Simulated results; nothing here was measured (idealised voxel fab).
Process module in this document: voxel quadruple lines
The figure presents cross-section cut, which has a width of 300 nm and is divided into square cells with an edge length of 5 nm.
Just so we're on the same page, the cross-sections are grids of square cells, and they're listed out in bands top to bottom, each band one or more rows deep.
Top, bottom (nm), then materials left to right with widths (nm); lone material tagged "full width" fills the whole band edge to edge; "empty" = empty space.
For the purposes of this specification, 0 denotes the height below which the wafer in its as-received condition is composed wholly of one material, and the lowermost band, lacking a lower limit, extends downward without end, as expressed in "0 down".
So if you see something like "30 to 40" for the width, read it as the top row of the band sitting at the first number and the bottom row at the second, with every row in between moving by the same amount as the last.
Step note "changes: none" = no cross-section cell changed.
Look at "Enclosed void entries" for the closed voids: empty spaces with no open path to the top, sized 8 cells or up. Each is width x height at distance, distance from the left edge, all nm.
Where a step's line continues beyond its settings, the continuation is a remark by the simulator itself on that step.
overlay nm: mask offset rightward from planned place, masked step; negative means leftward offset.

THE PROCESS STEPS THAT WERE PLANNED ARE LISTED BELOW
1: RECEIVE with material Si
2: CONFORMAL_DEP with material Al2O3, thk nm 5
3: DIRECTIONAL_DEP with material W, thk nm 15
4: DIRECTIONAL_DEP with material polySi, thk nm 20
5: DIRECTIONAL_DEP with material aC, thk nm 25
6: PATTERN with tone cover, mask id MANDREL, material resist, width nm 25, pitch nm 80, thk nm 35, overlay nm 0
7: DIRECTIONAL_ETCH with etch materials aC, depth nm 25
8: STRIP with etch materials resist
9: CONFORMAL_DEP with material SiO2, thk nm 15
10: DIRECTIONAL_ETCH with etch materials SiO2, depth nm 15
11: STRIP with etch materials aC
12: DIRECTIONAL_ETCH with etch materials polySi, depth nm 20
13: STRIP with etch materials SiO2
14: CONFORMAL_DEP with material SiCN, thk nm 5
15: DIRECTIONAL_ETCH with etch materials SiCN, depth nm 5
16: STRIP with etch materials polySi
17: DIRECTIONAL_ETCH with etch materials W, depth nm 15
18: STRIP with etch materials SiCN
19: FILL_DEP with material SiO2, thk nm 10
20: CMP with height nm 20

CROSS-SECTION OF THE WAFER UPON ARRIVAL, REPRESENTING THE STATE REACHED AFTER STEP 1
* 0 down | Si full width
* Enclosed void entries: none

RUN AS PLANNED - FIRST OF THE TWO WAFERS CROSS-SECTIONED AT THE END OF THE MODULE
* 20 to 5 | 75 of SiO2 / 5 of W / 15 of SiO2 / 5 of W / 15 of SiO2 / 5 of W / 15 of SiO2 / 5 of W / 15 of SiO2 / 5 of W / 15 of SiO2 / 5 of W / 15 of SiO2 / 5 of W / 15 of SiO2 / 5 of W / 80 of SiO2
* 5 to 0 | Al2O3 full width
* 0 down | Si full width
* Enclosed void entries: none

CROSS-SECTION OF THE LATTER OF THE TWO WAFERS AT MODULE COMPLETION. IT HAD AN IDENTICAL START AND AN IDENTICAL PLAN TO THE FORMER; IN RUNNING IT, ONE MISTAKE WAS MADE
* 20 to 5 | 65 of SiO2 / 5 of W / 15 of SiO2 / 5 of W / 15 of SiO2 / 5 of W / 15 of SiO2 / 5 of W / 15 of SiO2 / 5 of W / 15 of SiO2 / 5 of W / 15 of SiO2 / 5 of W / 15 of SiO2 / 5 of W / 90 of SiO2
* 5 to 0 | Al2O3 full width
* 0 down | Si full width
* Enclosed void entries: none
The mistake made against the process plan was this: so step 6 ended up running with a different setting than we planned, it ran as PATTERN with tone cover, mask id MANDREL, material resist, width nm 25, pitch nm 80, thk nm 35, overlay nm -10
Matching per-material cell counts, mismatched positions: that is how the second wafer compares with the first at the end.
